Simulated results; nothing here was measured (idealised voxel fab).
The process module presented herein is designated voxel wiring stack.
Displayed cross-section: cut, width of 195 nm, square cells sized 5 nm.
This document writes a cross-section as a grid whose cells are square, and gives it as bands, listed from the top down; one or more rows of cells form a band.
The entry gives the band's vertical extent as a top height and a bottom height in nm, then its horizontal make-up as materials from left to right, each with a width in nm. "blank" stands for empty space; a single material marked "all across" fills the band edge to edge.
Basically, 0 is our baseline, since under it the wafer straight out of the box is all one material. The bottom band has no lower end and keeps on going down, so it looks like "0 -> down".
Read "30..40" as a graded width: first number on top, second number at the bottom, same change between each pair of neighbouring rows.
What does "remained unchanged" mean for a step? It means no cell of the cross-section changed in that step.
Any empty space of 8 cells or more lacking an open way to the top shows up in "Closed void entries" as width x height at distance, distance from the left edge, in nm.
Read whatever lies past the settings on a step's line as the simulator's own remark about the step.
overlay nm: on a step with a mask, how far right of its planned place the mask lay; negative means left.
The process steps that were planned are listed below
step 1: RECEIVE: material Si
step 2: CONFORMAL_DEP: material SiO2, thk nm 10
step 3: DIRECTIONAL_DEP: material TiN, thk nm 5
step 4: DIRECTIONAL_DEP: material W, thk nm 20
step 5: DIRECTIONAL_DEP: material aC, thk nm 10
step 6: PATTERN: tone cover, mask id METAL_1, material resist, width nm 25, pitch nm 50, thk nm 25, overlay nm 0
step 7: DIRECTIONAL_ETCH: etch materials aC, depth nm 10
step 8: STRIP: etch materials resist
step 9: DIRECTIONAL_ETCH: etch materials W, depth nm 20
step 10: DIRECTIONAL_ETCH: etch materials TiN, depth nm 5
step 11: STRIP: etch materials aC
step 12: FILL_DEP: material lowk, thk nm 5
step 13: CMP: height nm 35
step 14: CONFORMAL_DEP: material SiCN, thk nm 5
step 15: DIRECTIONAL_DEP: material lowk, thk nm 10
step 16: MASKED_ETCH: tone open, mask id PLUG_1, width nm 15, etch materials lowk, depth nm 10, overlay nm 0
step 17: MASKED_ETCH: tone open, mask id PLUG_1, width nm 15, etch materials SiCN, depth nm 5, overlay nm 0
step 18: CONFORMAL_DEP: material TiN, thk nm 5
step 19: FILL_DEP: material W, thk nm 5
step 20: CMP: height nm 50
step 21: DIRECTIONAL_DEP: material TiN, thk nm 5
step 22: DIRECTIONAL_DEP: material W, thk nm 20
step 23: PATTERN: tone cover, mask id METAL_2, material resist, width nm 25, pitch nm 50, thk nm 15, overlay nm 0
step 24: DIRECTIONAL_ETCH: etch materials W, depth nm 20
step 25: DIRECTIONAL_ETCH: etch materials TiN, depth nm 5
step 26: STRIP: etch materials resist
step 27: CONFORMAL_DEP: material SiCN, thk nm 5
step 28: FILL_DEP: material lowk, thk nm 10
step 29: CMP: height nm 75
step 30: CONFORMAL_DEP: material SiN, thk nm 5
The following pertains to the first of two wafers, which was processed as planned
As received (post step 1): cross-section
- 0 -> down: Si all across
- Closed void entries: none
Cross-section through the wafer, step 2 finished
- 10 -> 0: SiO2 all across
- Note: structure below 0 unchanged.
Cross-section through the wafer, step 3 finished
- 15 -> 10: TiN all across
- Note: structure below 10 unchanged.
Cross-section through the wafer, step 4 finished
- 35 -> 15: W all across
- Note: structure below 15 unchanged.
Cross-section through the wafer, step 5 finished
- 45 -> 35: aC all across
- Note: structure below 35 unchanged.
Cross-section through the wafer, step 6 finished
- 70 -> 45: blank (60) | resist (25) | blank (25) | resist (25) | blank (60)
- Note: structure below 45 unchanged.
Cross-section through the wafer, step 7 finished
- 60 -> 45: blank (60) | resist (25) | blank (25) | resist (25) | blank (60)
- 45 -> 35: blank (60) | aC (25) | blank (25) | aC (25) | blank (60)
- Note: structure below 35 unchanged.
Cross-section through the wafer, step 8 finished
- 45 -> 35: blank (60) | aC (25) | blank (25) | aC (25) | blank (60)
- Note: structure below 35 unchanged.
Cross-section through the wafer, step 9 finished
- 45 -> 35: blank (60) | aC (25) | blank (25) | aC (25) | blank (60)
- 35 -> 15: blank (60) | W (25) | blank (25) | W (25) | blank (60)
- Note: structure below 15 unchanged.
Cross-section through the wafer, step 10 finished
- 45 -> 35: blank (60) | aC (25) | blank (25) | aC (25) | blank (60)
- 35 -> 15: blank (60) | W (25) | blank (25) | W (25) | blank (60)
- 15 -> 10: blank (60) | TiN (25) | blank (25) | TiN (25) | blank (60)
- Note: structure below 10 unchanged.
Cross-section through the wafer, step 11 finished
- 35 -> 15: blank (60) | W (25) | blank (25) | W (25) | blank (60)
- Note: structure below 15 unchanged.
Cross-section through the wafer, step 12 finished
- 40 -> 35: lowk all across
- 35 -> 15: lowk (60) | W (25) | lowk (25) | W (25) | lowk (60)
- 15 -> 10: lowk (60) | TiN (25) | lowk (25) | TiN (25) | lowk (60)
- Note: structure below 10 unchanged.
Cross-section through the wafer, step 13 finished
- 35 -> 15: lowk (60) | W (25) | lowk (25) | W (25) | lowk (60)
- Note: structure below 15 unchanged.
Cross-section through the wafer, step 14 finished
- 40 -> 35: SiCN all across
- Note: structure below 35 unchanged.
Cross-section through the wafer, step 15 finished
- 50 -> 40: lowk all across
- Note: structure below 40 unchanged.
Cross-section through the wafer, step 16 finished
- 50 -> 40: lowk (60) | blank (15) | lowk (120)
- Note: structure below 40 unchanged.
Cross-section through the wafer, step 17 finished
- 50 -> 40: lowk (60) | blank (15) | lowk (120)
- 40 -> 35: SiCN (60) | blank (15) | SiCN (120)
- Note: structure below 35 unchanged.
Cross-section through the wafer, step 18 finished
- 55 -> 50: TiN (65) | blank (5) | TiN (125)
- 50 -> 40: lowk (60) | TiN (5) | blank (5) | TiN (5) | lowk (120)
- 40 -> 35: SiCN (60) | TiN (15) | SiCN (120)
- Note: structure below 35 unchanged.
Cross-section through the wafer, step 19 finished
- 60 -> 55: W all across
- 55 -> 50: TiN (65) | W (5) | TiN (125)
- 50 -> 40: lowk (60) | TiN (5) | W (5) | TiN (5) | lowk (120)
- Note: structure below 40 unchanged.
Cross-section through the wafer, step 20 finished
- 50 -> 40: lowk (60) | TiN (5) | W (5) | TiN (5) | lowk (120)
- Note: structure below 40 unchanged.
Cross-section through the wafer, step 21 finished
- 55 -> 50: TiN all across
- Note: structure below 50 unchanged.
Cross-section through the wafer, step 22 finished
- 75 -> 55: W all across
- Note: structure below 55 unchanged.
Cross-section through the wafer, step 23 finished
- 90 -> 75: blank (60) | resist (25) | blank (25) | resist (25) | blank (60)
- Note: structure below 75 unchanged.
Cross-section through the wafer, step 24 finished
- 90 -> 75: blank (60) | resist (25) | blank (25) | resist (25) | blank (60)
- 75 -> 55: blank (60) | W (25) | blank (25) | W (25) | blank (60)
- Note: structure below 55 unchanged.
Cross-section through the wafer, step 25 finished
- 90 -> 75: blank (60) | resist (25) | blank (25) | resist (25) | blank (60)
- 75 -> 55: blank (60) | W (25) | blank (25) | W (25) | blank (60)
- 55 -> 50: blank (60) | TiN (25) | blank (25) | TiN (25) | blank (60)
- Note: structure below 50 unchanged.
Cross-section through the wafer, step 26 finished
- 75 -> 55: blank (60) | W (25) | blank (25) | W (25) | blank (60)
- Note: structure below 55 unchanged.
Cross-section through the wafer, step 27 finished
- 80 -> 75: blank (55) | SiCN (35) | blank (15) | SiCN (35) | blank (55)
- 75 -> 55: blank (55) | SiCN (5) | W (25) | SiCN (5) | blank (15) | SiCN (5) | W (25) | SiCN (5) | blank (55)
- 55 -> 50: SiCN (60) | TiN (25) | SiCN (25) | TiN (25) | SiCN (60)
- Note: structure below 50 unchanged.
Cross-section through the wafer, step 28 finished
- 90 -> 80: lowk all across
- 80 -> 75: lowk (55) | SiCN (35) | lowk (15) | SiCN (35) | lowk (55)
- 75 -> 55: lowk (55) | SiCN (5) | W (25) | SiCN (5) | lowk (15) | SiCN (5) | W (25) | SiCN (5) | lowk (55)
- Note: structure below 55 unchanged.
Cross-section through the wafer, step 29 finished
- 75 -> 55: lowk (55) | SiCN (5) | W (25) | SiCN (5) | lowk (15) | SiCN (5) | W (25) | SiCN (5) | lowk (55)
- Note: structure below 55 unchanged.
Cross-section through the wafer, step 30 finished
- 80 -> 75: SiN all across
- Note: structure below 75 unchanged.
The Second Wafer: Common Origin and Plan, One Mistake in Execution, Identical to the First Through Step 28
Look at the second wafer in cross-section at the time step 29 ought to have finished
- 70 -> 55: lowk (55) | SiCN (5) | W (25) | SiCN (5) | lowk (15) | SiCN (5) | W (25) | SiCN (5) | lowk (55)
- Note: structure below 55 unchanged.
Look at the second wafer in cross-section at the time step 30 ought to have finished
- 75 -> 70: SiN all across
- Note: structure below 70 unchanged.
Deviation from plan: contrary to plan, step 29 was performed as CMP: height nm 70
Final cells, second wafer relative to first, materials higher or lower: SiCN -4 | W -10 | lowk -25
